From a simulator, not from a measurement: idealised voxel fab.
voxel transistor to metal: a process module
The cross-section shown here is cut; it is 170 nm wide and divided into square cells measuring 5 nm on a side.
In this document a cross-section is written as a grid of square cells. It is given as a series of bands, listed from the top down, and a band is one or more rows of cells.
What a band's entry tells you: where the top is and where the bottom is, as heights in nm, and after that what lies inside, material by material from left to right, each with its width in nm. Empty space is written as the word "empty", and a single material marked with the word "throughout" occupies the band from edge to edge.
Where do heights start? At 0: under that level the wafer as delivered is made of one material only. And the lowest band has no floor; it just carries on downward, as in "z 0 and below".
It should be noted that a width expressed as "30..40" varies in equal increments from row to row of cells within the band, taking the value of the first number at the top row and that of the second number at the bottom row.
A step reported as "no alterations made" is a step in which no cell of the cross-section changed.
You'll see "Voids, sealed" listing empty spaces that have no way open to the top, as long as they're 8 cells or more; the notation is width x height at distance, where the distance is from the left edge, and all of it is in nm.
On each step's line, the part that comes after the settings is the simulator's own comment on the step.
A step's line can hold "overlay nm"; with a mask on that step, the setting says how far right of the planned place the mask lay, while a negative setting says it lay to the left.
From here on the document is pairs. In a pair, the cross-section before one process step comes with the cross-section after it, and the latter goes no deeper than the lowest band that changed. What lies in between, the step and its settings, is written under the pair. A pair may be from a different run of this module on the same starting wafer than the pair above it, so it continues from that pair only where its entry headed "Status quo ante" says so.
STATUS QUO ANTE
	z 25 to 20  55 nm empty, then 20 nm HfO2, then 15 nm empty, then 20 nm HfO2, then 60 nm empty
	z 20 to 15  60 nm HfO2, then 10 nm SiN, then 5 nm HfO2, then 15 nm empty, then 5 nm HfO2, then 10 nm SiN, then 65 nm HfO2
	z 15 to -5  60 nm SiO2, then 10 nm SiN, then 5 nm HfO2, then 15 nm empty, then 5 nm HfO2, then 10 nm SiN, then 65 nm SiO2
	z -5 to -10  35 nm SiO2, then 25 nm pSi, then 10 nm SiN, then 25 nm HfO2, then 10 nm SiN, then 25 nm pSi, then 40 nm SiO2
	z -10 to -15  35 nm SiO2, then 5 nm pSi, then 85 nm Si, then 5 nm pSi, then 40 nm SiO2
	z -15 to -45  40 nm SiO2, then 85 nm Si, then 45 nm SiO2
	z -45 and below  Si throughout
	Voids, sealed: none
STEP RESULT
	z 30 to 25  50 nm empty, then 30 nm TiN, then 5 nm empty, then 30 nm TiN, then 55 nm empty
	z 25 to 20  55 nm TiN, then 20 nm HfO2, then 5 nm TiN, then 5 nm empty, then 5 nm TiN, then 20 nm HfO2, then 60 nm TiN
	z 20 to 15  60 nm HfO2, then 10 nm SiN, then 5 nm HfO2, then 5 nm TiN, then 5 nm empty, then 5 nm TiN, then 5 nm HfO2, then 10 nm SiN, then 65 nm HfO2
	z 15 to 0  60 nm SiO2, then 10 nm SiN, then 5 nm HfO2, then 5 nm TiN, then 5 nm empty, then 5 nm TiN, then 5 nm HfO2, then 10 nm SiN, then 65 nm SiO2
	z 0 to -5  60 nm SiO2, then 10 nm SiN, then 5 nm HfO2, then 15 nm TiN, then 5 nm HfO2, then 10 nm SiN, then 65 nm SiO2
	Heights below -5 show no change.
	Voids, sealed: none
Between the two cross-sections you see above, the step is CONFORMAL_DEP,material TiN,thk nm 5
Status quo ante: Reference is made to the cross-section shown after the step in the pair directly above, which represents the state prior to this step.
STEP RESULT
	z 40 to 30  W throughout
	z 30 to 25  50 nm W, then 30 nm TiN, then 5 nm W, then 30 nm TiN, then 55 nm W
	z 25 to 20  55 nm TiN, then 20 nm HfO2, then 5 nm TiN, then 5 nm W, then 5 nm TiN, then 20 nm HfO2, then 60 nm TiN
	z 20 to 15  60 nm HfO2, then 10 nm SiN, then 5 nm HfO2, then 5 nm TiN, then 5 nm W, then 5 nm TiN, then 5 nm HfO2, then 10 nm SiN, then 65 nm HfO2
	z 15 to 0  60 nm SiO2, then 10 nm SiN, then 5 nm HfO2, then 5 nm TiN, then 5 nm W, then 5 nm TiN, then 5 nm HfO2, then 10 nm SiN, then 65 nm SiO2
	Heights below 0 show no change.
	Voids, sealed: none
Between the two cross-sections you see above, the step is FILL_DEP,material W,thk nm 10
Status quo ante: Reference is made to the cross-section shown after the step in the pair directly above, which represents the state prior to this step.
STEP RESULT
	z 15 to 0  60 nm SiO2, then 10 nm SiN, then 5 nm HfO2, then 5 nm TiN, then 5 nm W, then 5 nm TiN, then 5 nm HfO2, then 10 nm SiN, then 65 nm SiO2
	Heights below 0 show no change.
	Voids, sealed: none
Between the two cross-sections you see above, the step is CMP,height nm 15
Status quo ante: Reference is made to the cross-section shown after the step in the pair directly above, which represents the state prior to this step.
STEP RESULT
	z 30 to 15  SiO2 throughout
	Heights below 15 show no change.
	Voids, sealed: none
Between the two cross-sections you see above, the step is DIRECTIONAL_DEP,material SiO2,thk nm 15
Status quo ante: Reference is made to the cross-section shown after the step in the pair directly above, which represents the state prior to this step.
STEP RESULT
	z 30 to 15  40 nm SiO2, then 15 nm empty, then 55 nm SiO2, then 15 nm empty, then 45 nm SiO2
	z 15 to 0  40 nm SiO2, then 15 nm empty, then 5 nm SiO2, then 10 nm SiN, then 5 nm HfO2, then 5 nm TiN, then 5 nm W, then 5 nm TiN, then 5 nm HfO2, then 10 nm SiN, then 5 nm SiO2, then 15 nm empty, then 45 nm SiO2
	z 0 to -5  40 nm SiO2, then 15 nm empty, then 5 nm SiO2, then 10 nm SiN, then 5 nm HfO2, then 15 nm TiN, then 5 nm HfO2, then 10 nm SiN, then 5 nm SiO2, then 15 nm empty, then 45 nm SiO2
	Heights below -5 show no change.
	Voids, sealed: none
Between the two cross-sections you see above, the step is MASKED_ETCH,tone open,mask id CONTACT,width nm 15,pitch nm 70,etch materials SiO2,depth nm 35,overlay nm 0
Status quo ante: Reference is made to the cross-section shown after the step in the pair directly above, which represents the state prior to this step.
STEP RESULT
	z 35 to 30  45 nm TiN, then 5 nm empty, then 65 nm TiN, then 5 nm empty, then 50 nm TiN
	z 30 to 15  40 nm SiO2, then 5 nm TiN, then 5 nm empty, then 5 nm TiN, then 55 nm SiO2, then 5 nm TiN, then 5 nm empty, then 5 nm TiN, then 45 nm SiO2
	z 15 to 0  40 nm SiO2, then 5 nm TiN, then 5 nm empty, then 5 nm TiN, then 5 nm SiO2, then 10 nm SiN, then 5 nm HfO2, then 5 nm TiN, then 5 nm W, then 5 nm TiN, then 5 nm HfO2, then 10 nm SiN, then 5 nm SiO2, then 5 nm TiN, then 5 nm empty, then 5 nm TiN, then 45 nm SiO2
	z 0 to -5  40 nm SiO2, then 15 nm TiN, then 5 nm SiO2, then 10 nm SiN, then 5 nm HfO2, then 15 nm TiN, then 5 nm HfO2, then 10 nm SiN, then 5 nm SiO2, then 15 nm TiN, then 45 nm SiO2
	Heights below -5 show no change.
	Voids, sealed: none
Between the two cross-sections you see above, the step is CONFORMAL_DEP,material TiN,thk nm 5
Status quo ante: Reference is made to the cross-section shown after the step in the pair directly above, which represents the state prior to this step.
STEP RESULT
	z 45 to 35  W throughout
	z 35 to 30  45 nm TiN, then 5 nm W, then 65 nm TiN, then 5 nm W, then 50 nm TiN
	z 30 to 15  40 nm SiO2, then 5 nm TiN, then 5 nm W, then 5 nm TiN, then 55 nm SiO2, then 5 nm TiN, then 5 nm W, then 5 nm TiN, then 45 nm SiO2
	z 15 to 0  40 nm SiO2, then 5 nm TiN, then 5 nm W, then 5 nm TiN, then 5 nm SiO2, then 10 nm SiN, then 5 nm HfO2, then 5 nm TiN, then 5 nm W, then 5 nm TiN, then 5 nm HfO2, then 10 nm SiN, then 5 nm SiO2, then 5 nm TiN, then 5 nm W, then 5 nm TiN, then 45 nm SiO2
	Heights below 0 show no change.
	Voids, sealed: none
Between the two cross-sections you see above, the step is FILL_DEP,material W,thk nm 10
Status quo ante: Reference is made to the cross-section shown after the step in the pair directly above, which represents the state prior to this step.
STEP RESULT
	z 30 to 15  40 nm SiO2, then 5 nm TiN, then 5 nm W, then 5 nm TiN, then 55 nm SiO2, then 5 nm TiN, then 5 nm W, then 5 nm TiN, then 45 nm SiO2
	Heights below 15 show no change.
	Voids, sealed: none
Between the two cross-sections you see above, the step is CMP,height nm 30
Status quo ante: Reference is made to the cross-section shown after the step in the pair directly above, which represents the state prior to this step.
STEP RESULT
	z 35 to 30  SiN throughout
	Heights below 30 show no change.
	Voids, sealed: none
Between the two cross-sections you see above, the step is CONFORMAL_DEP,material SiN,thk nm 5
Status quo ante: Reference is made to the cross-section shown after the step in the pair directly above, which represents the state prior to this step.
STEP RESULT
	z 55 to 35  lowk throughout
	Heights below 35 show no change.
	Voids, sealed: none
Between the two cross-sections you see above, the step is DIRECTIONAL_DEP,material lowk,thk nm 20
Status quo ante: Reference is made to the cross-section shown after the step in the pair directly above, which represents the state prior to this step.
STEP RESULT
	z 55 to 35  40 nm lowk, then 15 nm empty, then 55 nm lowk, then 15 nm empty, then 45 nm lowk
	Heights below 35 show no change.
	Voids, sealed: none
Between the two cross-sections you see above, the step is MASKED_ETCH,tone open,mask id METAL_1,width nm 15,pitch nm 70,etch materials lowk,depth nm 20,overlay nm 0
Status quo ante: Reference is made to the cross-section shown after the step in the pair directly above, which represents the state prior to this step.
STEP RESULT
	z 55 to 35  40 nm lowk, then 15 nm empty, then 55 nm lowk, then 15 nm empty, then 45 nm lowk
	z 35 to 30  40 nm SiN, then 15 nm empty, then 55 nm SiN, then 15 nm empty, then 45 nm SiN
	Heights below 30 show no change.
	Voids, sealed: none
Between the two cross-sections you see above, the step is MASKED_ETCH,tone open,mask id METAL_1,width nm 15,pitch nm 70,etch materials SiN,depth nm 5,overlay nm 0
Status quo ante: Reference is made to the cross-section shown after the step in the pair directly above, which represents the state prior to this step.
STEP RESULT
	z 60 to 55  45 nm TiN, then 5 nm empty, then 65 nm TiN, then 5 nm empty, then 50 nm TiN
	z 55 to 35  40 nm lowk, then 5 nm TiN, then 5 nm empty, then 5 nm TiN, then 55 nm lowk, then 5 nm TiN, then 5 nm empty, then 5 nm TiN, then 45 nm lowk
	z 35 to 30  40 nm SiN, then 15 nm TiN, then 55 nm SiN, then 15 nm TiN, then 45 nm SiN
	Heights below 30 show no change.
	Voids, sealed: none
Between the two cross-sections you see above, the step is CONFORMAL_DEP,material TiN,thk nm 5
Status quo ante: Reference is made to the cross-section shown after the step in the pair directly above, which represents the state prior to this step.
STEP RESULT
	z 65 to 60  W throughout
	z 60 to 55  45 nm TiN, then 5 nm W, then 65 nm TiN, then 5 nm W, then 50 nm TiN
	z 55 to 35  40 nm lowk, then 5 nm TiN, then 5 nm W, then 5 nm TiN, then 55 nm lowk, then 5 nm TiN, then 5 nm W, then 5 nm TiN, then 45 nm lowk
	Heights below 35 show no change.
	Voids, sealed: none
Between the two cross-sections you see above, the step is FILL_DEP,material W,thk nm 5
Status quo ante: Reference is made to the cross-section shown after the step in the pair directly above, which represents the state prior to this step.
STEP RESULT
	z 55 to 35  40 nm lowk, then 5 nm TiN, then 5 nm W, then 5 nm TiN, then 55 nm lowk, then 5 nm TiN, then 5 nm W, then 5 nm TiN, then 45 nm lowk
	Heights below 35 show no change.
	Voids, sealed: none
Between the two cross-sections you see above, the step is CMP,height nm 55
Status quo ante: Reference is made to the cross-section shown after the step in the pair directly above, which represents the state prior to this step.
STEP RESULT
	z 60 to 55  35 nm empty, then 25 nm Ru, then 45 nm empty, then 25 nm Ru, then 40 nm empty
	Heights below 55 show no change.
	Voids, sealed: none
Between the two cross-sections you see above, the step is EPI,material Ru,thk nm 5
Status quo ante: Reference is made to the cross-section shown after the step in the pair directly above, which represents the state prior to this step.
STEP RESULT
	z 65 to 60  SiCN throughout
	z 60 to 55  35 nm SiCN, then 25 nm Ru, then 45 nm SiCN, then 25 nm Ru, then 40 nm SiCN
	Heights below 55 show no change.
	Voids, sealed: none
Between the two cross-sections you see above, the step is FILL_DEP,material SiCN,thk nm 5
STATUS QUO ANTE
	z 30 to 10  35 nm empty, then 95 nm resist, then 40 nm empty
	z 10 to 0  35 nm empty, then 95 nm SiN, then 40 nm empty
	z 0 to -5  35 nm empty, then 95 nm SiO2, then 40 nm empty
	z -5 to -40  35 nm empty, then 95 nm Si, then 40 nm empty
	z -40 and below  Si throughout
	Voids, sealed: none
STEP RESULT
	z 30 to 10  35 nm empty, then 95 nm resist, then 40 nm empty
	z 10 to 0  35 nm empty, then 95 nm SiN, then 40 nm empty
	z 0 to -5  35 nm empty, then 95 nm SiO2, then 40 nm empty
	z -5 to -75  35 nm empty, then 95 nm Si, then 40 nm empty
	Heights below -75 show no change.
	Voids, sealed: none
Between the two cross-sections you see above, the step is DIRECTIONAL_ETCH,etch materials Si,depth nm 35
Status quo ante: Reference is made to the cross-section shown after the step in the pair directly above, which represents the state prior to this step.
STEP RESULT
	z 10 to 0  35 nm empty, then 95 nm SiN, then 40 nm empty
	Heights below 0 show no change.
	Voids, sealed: none
Between the two cross-sections you see above, the step is STRIP,etch materials resist
Status quo ante: Reference is made to the cross-section shown after the step in the pair directly above, which represents the state prior to this step.
STEP RESULT
	z 10 to 0  35 nm empty, then 95 nm SiN, then 40 nm empty
	z 0 to -5  35 nm empty, then 95 nm SiO2, then 40 nm empty
	z -5 to -75  35 nm empty, then 5 nm SiO2, then 85 nm Si, then 5 nm SiO2, then 40 nm empty
	z -75 to -80  40 nm SiO2, then 85 nm Si, then 45 nm SiO2
	Heights below -80 show no change.
	Voids, sealed: none
Between the two cross-sections you see above, the step is OXIDIZE,depth nm 5
Status quo ante: Reference is made to the cross-section shown after the step in the pair directly above, which represents the state prior to this step.
STEP RESULT
	z 25 to 10  SiO2 throughout
	z 10 to 0  35 nm SiO2, then 95 nm SiN, then 40 nm SiO2
	z 0 to -5  SiO2 throughout
	z -5 to -80  40 nm SiO2, then 85 nm Si, then 45 nm SiO2
	Heights below -80 show no change.
	Voids, sealed: none
Between the two cross-sections you see above, the step is FILL_DEP,material SiO2,thk nm 15
Status quo ante: Reference is made to the cross-section shown after the step in the pair directly above, which represents the state prior to this step.
STEP RESULT
	z 10 to 0  35 nm SiO2, then 95 nm SiN, then 40 nm SiO2
	Heights below 0 show no change.
	Voids, sealed: none
Between the two cross-sections you see above, the step is CMP,height nm 10
Status quo ante: Reference is made to the cross-section shown after the step in the pair directly above, which represents the state prior to this step.
STEP RESULT
	z 10 to 0  35 nm empty, then 95 nm SiN, then 40 nm empty
	Heights below 0 show no change.
	Voids, sealed: none
Between the two cross-sections you see above, the step is SELECTIVE_ETCH,etch materials SiO2,depth nm 10
Status quo ante: Reference is made to the cross-section shown after the step in the pair directly above, which represents the state prior to this step.
STEP RESULT
	z 0 to -5  SiO2 throughout
	Heights below -5 show no change.
	Voids, sealed: none
Between the two cross-sections you see above, the step is STRIP,etch materials SiN
Status quo ante: Reference is made to the cross-section shown after the step in the pair directly above, which represents the state prior to this step.
STEP RESULT
	z -5 to -80  40 nm SiO2, then 85 nm Si, then 45 nm SiO2
	Heights below -80 show no change.
	Voids, sealed: none
Between the two cross-sections you see above, the step is SELECTIVE_ETCH,etch materials SiO2,depth nm 5
Status quo ante: Reference is made to the cross-section shown after the step in the pair directly above, which represents the state prior to this step.
STEP RESULT
	z -5 to -10  SiO2 throughout
	Heights below -10 show no change.
	Voids, sealed: none
Between the two cross-sections you see above, the step is OXIDIZE,depth nm 5
Status quo ante: Reference is made to the cross-section shown after the step in the pair directly above, which represents the state prior to this step.
STEP RESULT
	z 20 to -5  polySi throughout
	Heights below -5 show no change.
	Voids, sealed: none
Between the two cross-sections you see above, the step is DIRECTIONAL_DEP,material polySi,thk nm 25
Status quo ante: Reference is made to the cross-section shown after the step in the pair directly above, which represents the state prior to this step.
STEP RESULT
	z 30 to 20  SiCN throughout
	Heights below 20 show no change.
	Voids, sealed: none
Between the two cross-sections you see above, the step is DIRECTIONAL_DEP,material SiCN,thk nm 10
Status quo ante: Reference is made to the cross-section shown after the step in the pair directly above, which represents the state prior to this step.
STEP RESULT
	z 30 to 20  70 nm empty, then 25 nm SiCN, then 75 nm empty
	Heights below 20 show no change.
	Voids, sealed: none
Between the two cross-sections you see above, the step is MASKED_ETCH,tone cover,mask id GATE,width nm 25,etch materials SiCN,depth nm 20,overlay nm 0
Status quo ante: Reference is made to the cross-section shown after the step in the pair directly above, which represents the state prior to this step.
STEP RESULT
	z 30 to 20  70 nm empty, then 25 nm SiCN, then 75 nm empty
	z 20 to -5  70 nm empty, then 25 nm polySi, then 75 nm empty
	Heights below -5 show no change.
	Voids, sealed: none
Between the two cross-sections you see above, the step is MASKED_ETCH,tone cover,mask id GATE,width nm 25,etch materials polySi,depth nm 35,overlay nm 0
Status quo ante: Reference is made to the cross-section shown after the step in the pair directly above, which represents the state prior to this step.
STEP RESULT
	z 35 to 30  65 nm empty, then 35 nm SiO2, then 70 nm empty
	z 30 to 20  65 nm empty, then 5 nm SiO2, then 25 nm SiCN, then 5 nm SiO2, then 70 nm empty
	z 20 to 0  65 nm empty, then 5 nm SiO2, then 25 nm polySi, then 5 nm SiO2, then 70 nm empty
	z 0 to -5  70 nm SiO2, then 25 nm polySi, then 75 nm SiO2
	Heights below -5 show no change.
	Voids, sealed: none
Between the two cross-sections you see above, the step is CONFORMAL_DEP,material SiO2,thk nm 5
Status quo ante: Reference is made to the cross-section shown after the step in the pair directly above, which represents the state prior to this step.
STEP RESULT
	z 30 to 20  65 nm empty, then 5 nm SiO2, then 25 nm SiCN, then 5 nm SiO2, then 70 nm empty
	z 20 to -5  65 nm empty, then 5 nm SiO2, then 25 nm polySi, then 5 nm SiO2, then 70 nm empty
	Heights below -5 show no change.
	Voids, sealed: none
Between the two cross-sections you see above, the step is DIRECTIONAL_ETCH,etch materials SiO2,depth nm 5
Status quo ante: Reference is made to the cross-section shown after the step in the pair directly above, which represents the state prior to this step.
STEP RESULT
	z 40 to 30  55 nm empty, then 55 nm SiN, then 60 nm empty
	z 30 to 20  55 nm empty, then 10 nm SiN, then 5 nm SiO2, then 25 nm SiCN, then 5 nm SiO2, then 10 nm SiN, then 60 nm empty
	z 20 to 5  55 nm empty, then 10 nm SiN, then 5 nm SiO2, then 25 nm polySi, then 5 nm SiO2, then 10 nm SiN, then 60 nm empty
	z 5 to -5  65 nm SiN, then 5 nm SiO2, then 25 nm polySi, then 5 nm SiO2, then 70 nm SiN
	Heights below -5 show no change.
	Voids, sealed: none
Between the two cross-sections you see above, the step is CONFORMAL_DEP,material SiN,thk nm 10
Status quo ante: Reference is made to the cross-section shown after the step in the pair directly above, which represents the state prior to this step.
STEP RESULT
	z 30 to 20  55 nm empty, then 10 nm SiN, then 5 nm SiO2, then 25 nm SiCN, then 5 nm SiO2, then 10 nm SiN, then 60 nm empty
	z 20 to -5  55 nm empty, then 10 nm SiN, then 5 nm SiO2, then 25 nm polySi, then 5 nm SiO2, then 10 nm SiN, then 60 nm empty
	Heights below -5 show no change.
	Voids, sealed: none
Between the two cross-sections you see above, the step is DIRECTIONAL_ETCH,etch materials SiN,depth nm 10
Status quo ante: Reference is made to the cross-section shown after the step in the pair directly above, which represents the state prior to this step.
STEP RESULT
	z 30 to 25  55 nm empty, then 10 nm SiN, then 5 nm empty, then 25 nm SiCN, then 5 nm empty, then 10 nm SiN, then 60 nm empty
	z 25 to 20  55 nm empty, then 10 nm SiN, then 5 nm SiO2, then 25 nm SiCN, then 5 nm SiO2, then 10 nm SiN, then 60 nm empty
	z 20 to -5  55 nm empty, then 10 nm SiN, then 5 nm SiO2, then 25 nm polySi, then 5 nm SiO2, then 10 nm SiN, then 60 nm empty
	z -5 to -10  55 nm empty, then 55 nm SiO2, then 60 nm empty
	Heights below -10 show no change.
	Voids, sealed: none
Between the two cross-sections you see above, the step is DIRECTIONAL_ETCH,etch materials SiO2,depth nm 5
Status quo ante: Reference is made to the cross-section shown after the step in the pair directly above, which represents the state prior to this step.
STEP RESULT
	z 30 to 25  55 nm empty, then 10 nm SiN, then 5 nm empty, then 25 nm SiCN, then 5 nm empty, then 10 nm SiN, then 60 nm empty
	z 25 to 20  55 nm empty, then 10 nm SiN, then 5 nm SiO2, then 25 nm SiCN, then 5 nm SiO2, then 10 nm SiN, then 60 nm empty
	z 20 to -5  55 nm empty, then 10 nm SiN, then 5 nm SiO2, then 25 nm polySi, then 5 nm SiO2, then 10 nm SiN, then 60 nm empty
	z -5 to -10  35 nm empty, then 20 nm pSi, then 55 nm SiO2, then 20 nm pSi, then 40 nm empty
	Heights below -10 show no change.
	Voids, sealed: none
Between the two cross-sections you see above, the step is EPI,material pSi,thk nm 5
Status quo ante: Reference is made to the cross-section shown after the step in the pair directly above, which represents the state prior to this step.
STEP RESULT
	z 40 to 30  SiO2 throughout
	z 30 to 20  55 nm SiO2, then 10 nm SiN, then 5 nm SiO2, then 25 nm SiCN, then 5 nm SiO2, then 10 nm SiN, then 60 nm SiO2
	z 20 to -5  55 nm SiO2, then 10 nm SiN, then 5 nm SiO2, then 25 nm polySi, then 5 nm SiO2, then 10 nm SiN, then 60 nm SiO2
	z -5 to -10  35 nm SiO2, then 20 nm pSi, then 55 nm SiO2, then 20 nm pSi, then 40 nm SiO2
	Heights below -10 show no change.
	Voids, sealed: none
Between the two cross-sections you see above, the step is FILL_DEP,material SiO2,thk nm 10
Status quo ante: Reference is made to the cross-section shown after the step in the pair directly above, which represents the state prior to this step.
STEP RESULT
	z 20 to -5  55 nm SiO2, then 10 nm SiN, then 5 nm SiO2, then 25 nm polySi, then 5 nm SiO2, then 10 nm SiN, then 60 nm SiO2
	Heights below -5 show no change.
	Voids, sealed: none
Between the two cross-sections you see above, the step is CMP,height nm 20
Status quo ante: Reference is made to the cross-section shown after the step in the pair directly above, which represents the state prior to this step.
STEP RESULT
	z 20 to -5  55 nm SiO2, then 10 nm SiN, then 5 nm SiO2, then 25 nm empty, then 5 nm SiO2, then 10 nm SiN, then 60 nm SiO2
	Heights below -5 show no change.
	Voids, sealed: none
Between the two cross-sections you see above, the step is STRIP,etch materials polySi
Status quo ante: Reference is made to the cross-section shown after the step in the pair directly above, which represents the state prior to this step.
STEP RESULT
	z 20 to 15  55 nm empty, then 10 nm SiN, then 35 nm empty, then 10 nm SiN, then 60 nm empty
	z 15 to -5  55 nm SiO2, then 10 nm SiN, then 35 nm empty, then 10 nm SiN, then 60 nm SiO2
	z -5 to -10  35 nm SiO2, then 20 nm pSi, then 10 nm SiO2, then 35 nm empty, then 10 nm SiO2, then 20 nm pSi, then 40 nm SiO2
	Heights below -10 show no change.
	Voids, sealed: none
Between the two cross-sections you see above, the step is SELECTIVE_ETCH,etch materials SiO2,depth nm 5
Status quo ante: Reference is made to the cross-section shown after the step in the pair directly above, which represents the state prior to this step.
STEP RESULT
	z 25 to 20  50 nm empty, then 20 nm HfO2, then 25 nm empty, then 20 nm HfO2, then 55 nm empty
	z 20 to 15  55 nm HfO2, then 10 nm SiN, then 5 nm HfO2, then 25 nm empty, then 5 nm HfO2, then 10 nm SiN, then 60 nm HfO2
	z 15 to -5  55 nm SiO2, then 10 nm SiN, then 5 nm HfO2, then 25 nm empty, then 5 nm HfO2, then 10 nm SiN, then 60 nm SiO2
	z -5 to -10  35 nm SiO2, then 20 nm pSi, then 10 nm SiO2, then 35 nm HfO2, then 10 nm SiO2, then 20 nm pSi, then 40 nm SiO2
	Heights below -10 show no change.
	Voids, sealed: none
Between the two cross-sections you see above, the step is CONFORMAL_DEP,material HfO2,thk nm 5
Status quo ante: Reference is made to the cross-section shown after the step in the pair directly above, which represents the state prior to this step.
STEP RESULT
	z 30 to 25  45 nm empty, then 30 nm TiN, then 15 nm empty, then 30 nm TiN, then 50 nm empty
	z 25 to 20  50 nm TiN, then 20 nm HfO2, then 5 nm TiN, then 15 nm empty, then 5 nm TiN, then 20 nm HfO2, then 55 nm TiN
	z 20 to 15  55 nm HfO2, then 10 nm SiN, then 5 nm HfO2, then 5 nm TiN, then 15 nm empty, then 5 nm TiN, then 5 nm HfO2, then 10 nm SiN, then 60 nm HfO2
	z 15 to 0  55 nm SiO2, then 10 nm SiN, then 5 nm HfO2, then 5 nm TiN, then 15 nm empty, then 5 nm TiN, then 5 nm HfO2, then 10 nm SiN, then 60 nm SiO2
	z 0 to -5  55 nm SiO2, then 10 nm SiN, then 5 nm HfO2, then 25 nm TiN, then 5 nm HfO2, then 10 nm SiN, then 60 nm SiO2
	Heights below -5 show no change.
	Voids, sealed: none
Between the two cross-sections you see above, the step is CONFORMAL_DEP,material TiN,thk nm 5
Status quo ante: Reference is made to the cross-section shown after the step in the pair directly above, which represents the state prior to this step.
STEP RESULT
	z 40 to 30  W throughout
	z 30 to 25  45 nm W, then 30 nm TiN, then 15 nm W, then 30 nm TiN, then 50 nm W
	z 25 to 20  50 nm TiN, then 20 nm HfO2, then 5 nm TiN, then 15 nm W, then 5 nm TiN, then 20 nm HfO2, then 55 nm TiN
	z 20 to 15  55 nm HfO2, then 10 nm SiN, then 5 nm HfO2, then 5 nm TiN, then 15 nm W, then 5 nm TiN, then 5 nm HfO2, then 10 nm SiN, then 60 nm HfO2
	z 15 to 0  55 nm SiO2, then 10 nm SiN, then 5 nm HfO2, then 5 nm TiN, then 15 nm W, then 5 nm TiN, then 5 nm HfO2, then 10 nm SiN, then 60 nm SiO2
	Heights below 0 show no change.
	Voids, sealed: none
Between the two cross-sections you see above, the step is FILL_DEP,material W,thk nm 10
Status quo ante: Reference is made to the cross-section shown after the step in the pair directly above, which represents the state prior to this step.
STEP RESULT
	z 15 to 0  55 nm SiO2, then 10 nm SiN, then 5 nm HfO2, then 5 nm TiN, then 15 nm W, then 5 nm TiN, then 5 nm HfO2, then 10 nm SiN, then 60 nm SiO2
	Heights below 0 show no change.
	Voids, sealed: none
Between the two cross-sections you see above, the step is CMP,height nm 15
Status quo ante: Reference is made to the cross-section shown after the step in the pair directly above, which represents the state prior to this step.
STEP RESULT
	z 30 to 15  SiO2 throughout
	Heights below 15 show no change.
	Voids, sealed: none
Between the two cross-sections you see above, the step is DIRECTIONAL_DEP,material SiO2,thk nm 15
Status quo ante: Reference is made to the cross-section shown after the step in the pair directly above, which represents the state prior to this step.
STEP RESULT
	z 30 to 15  40 nm SiO2, then 15 nm empty, then 55 nm SiO2, then 15 nm empty, then 45 nm SiO2
	z 15 to 0  40 nm SiO2, then 15 nm empty, then 10 nm SiN, then 5 nm HfO2, then 5 nm TiN, then 15 nm W, then 5 nm TiN, then 5 nm HfO2, then 10 nm SiN, then 15 nm empty, then 45 nm SiO2
	z 0 to -5  40 nm SiO2, then 15 nm empty, then 10 nm SiN, then 5 nm HfO2, then 25 nm TiN, then 5 nm HfO2, then 10 nm SiN, then 15 nm empty, then 45 nm SiO2
	Heights below -5 show no change.
	Voids, sealed: none
Between the two cross-sections you see above, the step is MASKED_ETCH,tone open,mask id CONTACT,width nm 15,pitch nm 70,etch materials SiO2,depth nm 35,overlay nm 0
Status quo ante: Reference is made to the cross-section shown after the step in the pair directly above, which represents the state prior to this step.
STEP RESULT
	z 35 to 30  45 nm TiN, then 5 nm empty, then 65 nm TiN, then 5 nm empty, then 50 nm TiN
	z 30 to 15  40 nm SiO2, then 5 nm TiN, then 5 nm empty, then 5 nm TiN, then 55 nm SiO2, then 5 nm TiN, then 5 nm empty, then 5 nm TiN, then 45 nm SiO2
	z 15 to 0  40 nm SiO2, then 5 nm TiN, then 5 nm empty, then 5 nm TiN, then 10 nm SiN, then 5 nm HfO2, then 5 nm TiN, then 15 nm W, then 5 nm TiN, then 5 nm HfO2, then 10 nm SiN, then 5 nm TiN, then 5 nm empty, then 5 nm TiN, then 45 nm SiO2
	z 0 to -5  40 nm SiO2, then 15 nm TiN, then 10 nm SiN, then 5 nm HfO2, then 25 nm TiN, then 5 nm HfO2, then 10 nm SiN, then 15 nm TiN, then 45 nm SiO2
	Heights below -5 show no change.
	Voids, sealed: none
Between the two cross-sections you see above, the step is CONFORMAL_DEP,material TiN,thk nm 5
Status quo ante: Reference is made to the cross-section shown after the step in the pair directly above, which represents the state prior to this step.
STEP RESULT
	z 45 to 35  W throughout
	z 35 to 30  45 nm TiN, then 5 nm W, then 65 nm TiN, then 5 nm W, then 50 nm TiN
	z 30 to 15  40 nm SiO2, then 5 nm TiN, then 5 nm W, then 5 nm TiN, then 55 nm SiO2, then 5 nm TiN, then 5 nm W, then 5 nm TiN, then 45 nm SiO2
	z 15 to 0  40 nm SiO2, then 5 nm TiN, then 5 nm W, then 5 nm TiN, then 10 nm SiN, then 5 nm HfO2, then 5 nm TiN, then 15 nm W, then 5 nm TiN, then 5 nm HfO2, then 10 nm SiN, then 5 nm TiN, then 5 nm W, then 5 nm TiN, then 45 nm SiO2
	Heights below 0 show no change.
	Voids, sealed: none
Between the two cross-sections you see above, the step is FILL_DEP,material W,thk nm 10
Status quo ante: Reference is made to the cross-section shown after the step in the pair directly above, which represents the state prior to this step.
STEP RESULT
	z 30 to 15  40 nm SiO2, then 5 nm TiN, then 5 nm W, then 5 nm TiN, then 55 nm SiO2, then 5 nm TiN, then 5 nm W, then 5 nm TiN, then 45 nm SiO2
	Heights below 15 show no change.
	Voids, sealed: none
Between the two cross-sections you see above, the step is CMP,height nm 30
Status quo ante: Reference is made to the cross-section shown after the step in the pair directly above, which represents the state prior to this step.
STEP RESULT
	z 35 to 30  SiN throughout
	Heights below 30 show no change.
	Voids, sealed: none
Between the two cross-sections you see above, the step is CONFORMAL_DEP,material SiN,thk nm 5
Status quo ante: Reference is made to the cross-section shown after the step in the pair directly above, which represents the state prior to this step.
STEP RESULT
	z 55 to 35  lowk throughout
	Heights below 35 show no change.
	Voids, sealed: none
Between the two cross-sections you see above, the step is DIRECTIONAL_DEP,material lowk,thk nm 20
Status quo ante: Reference is made to the cross-section shown after the step in the pair directly above, which represents the state prior to this step.
STEP RESULT
	z 55 to 35  40 nm lowk, then 15 nm empty, then 55 nm lowk, then 15 nm empty, then 45 nm lowk
	Heights below 35 show no change.
	Voids, sealed: none
Between the two cross-sections you see above, the step is MASKED_ETCH,tone open,mask id METAL_1,width nm 15,pitch nm 70,etch materials lowk,depth nm 20,overlay nm 0
